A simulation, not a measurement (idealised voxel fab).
Module name: voxel quadruple lines (process module)
Displayed cross-section: cut, width of 230 nm, square cells sized 5 nm.
Think of the cross-section as a grid of square cells. We describe it in bands, top to bottom, and each band covers one or more rows of those cells.
For a band, the entry starts with two heights in nm, that of the top and then that of the bottom, and carries on with the band's materials in order from left to right, each alongside its width in nm; the word "throughout" beside a single material means it fills the band edge to edge, and "blank" means empty space.
All heights in this document are referenced to 0, defined as the level beneath which the wafer, as received, consists entirely of one material. The lowest band is not bounded below; it extends indefinitely downward and is written in the form "from 0 down".
A width given as "30..40" starts at the first number in the band's top row and ends at the second number in its bottom row, shifting by an equal amount at every step from row to row.
Step marked "no change"? Then no cell in the cross-section changed in it.
Entry "Catalogued sealed voids" = empty spaces >= 8 cells with no open way to the top; each as width x height at distance, distance from left edge, all nm.
Where a step's line continues beyond its settings, the continuation is a remark by the simulator itself on that step.
"overlay nm" denotes, for a step that has a mask, the displacement of the mask to the right of its planned place, with negative values corresponding to the left.

## Planned step list for the process
- 1: op RECEIVE | material Si
- 2: op CONFORMAL_DEP | material SiO2 | thk nm 10
- 3: op DIRECTIONAL_DEP | material Ru | thk nm 10
- 4: op DIRECTIONAL_DEP | material polySi | thk nm 20
- 5: op DIRECTIONAL_DEP | material aC | thk nm 20
- 6: op PATTERN | tone cover | mask id MANDREL | material resist | width nm 35 | pitch nm 100 | thk nm 30 | overlay nm 0
- 7: op DIRECTIONAL_ETCH | etch materials aC | depth nm 20
- 8: op STRIP | etch materials resist
- 9: op CONFORMAL_DEP | material SiO2 | thk nm 15
- 10: op DIRECTIONAL_ETCH | etch materials SiO2 | depth nm 15
- 11: op STRIP | etch materials aC
- 12: op DIRECTIONAL_ETCH | etch materials polySi | depth nm 20
- 13: op STRIP | etch materials SiO2
- 14: op CONFORMAL_DEP | material SiN | thk nm 10
- 15: op DIRECTIONAL_ETCH | etch materials SiN | depth nm 10
- 16: op STRIP | etch materials polySi
- 17: op DIRECTIONAL_ETCH | etch materials Ru | depth nm 10
- 18: op STRIP | etch materials SiN

## Cross-sectional view of the wafer in its as-received condition, corresponding to the state after step 1
    from 0 down: Si throughout
    Catalogued sealed voids: none

## The following cross-section depicts the wafer upon conclusion of the module. Processing commenced from the starting condition illustrated above and adhered to the plan illustrated above, save for one mistake in execution
    from 10 to 0: blank 20; Ru 10; blank 15; Ru 10; blank 15; Ru 10; blank 15; Ru 10; blank 15; Ru 10; blank 15; Ru 10; blank 15; Ru 10; blank 15; Ru 10; blank 25
    from 0 down: Si throughout
    Catalogued sealed voids: none
Short version of what went wrong: plan step 2 never ran because it was skipped
